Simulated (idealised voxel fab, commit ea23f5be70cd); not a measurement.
process module | voxel trench capacitor
cross-section cut | 235 nm wide | cells 5 nm
A cross-section is a grid of square cells, given in bands from the top down. A band is one or more rows of cells.
Each band's line starts with the height of the band's top and of its bottom, in nm. Then come its materials from left to right, each with its width in nm. One material with "throughout" fills the band from edge to edge. "air" is empty space.
Height 0 is the level under which the wafer as received is all one material. The lowest band goes on downwards, as in "0 down".
A width such as "30 to 40" changes by the same amount from each row of cells to the next, from the band's top row to its bottom row.
"no change" after a step means that no cell of the cross-section changed.
closed voids: empty space of 8 cells or more with no open way to the top, each as width x height at its distance from the left edge, in nm
after a step's settings: what the simulator itself notes on the step
overlay nm, on a step with a mask: how far to the right of its planned place the mask lay; to the left if negative
plan
1 op RECEIVE | material Si
2 op CONFORMAL_DEP | material SiN | thk nm 10
3 op MASKED_ETCH | tone open | mask id TRENCH | width nm 15 | pitch nm 45 | etch materials SiN | depth nm 10 | overlay nm 0
4 op MASKED_ETCH | tone open | mask id TRENCH | width nm 15 | pitch nm 45 | etch materials Si | depth nm 25 | overlay nm -15
5 op CONFORMAL_DEP | material SiO2 | thk nm 5
6 op FILL_DEP | material polySi | thk nm 5
7 op CMP | height nm 10
varied across the wafers: overlay nm of step 4. The plan shows the first wafer's value. All wafers start alike
first wafer as received, after step 1
  0 down: Si throughout
  closed voids: none
each wafer at the end: cells of each material gained (+) or lost (-) since it was received, then its closed voids
overlay nm -15 | +82 SiN | +10 SiO2 | +2 polySi | closed voids: none
overlay nm -10 | -10 Si | +82 SiN | +20 SiO2 | +2 polySi | closed voids: none
overlay nm -5 | -20 Si | +82 SiN | +30 SiO2 | +2 polySi | closed voids: none
overlay nm 0 | -30 Si | +82 SiN | +30 SiO2 | +12 polySi | closed voids: none
overlay nm 5 | -20 Si | +82 SiN | +30 SiO2 | +2 polySi | closed voids: none
overlay nm 10 | -10 Si | +82 SiN | +20 SiO2 | +2 polySi | closed voids: none
overlay nm 15 | +82 SiN | +10 SiO2 | +2 polySi | closed voids: none
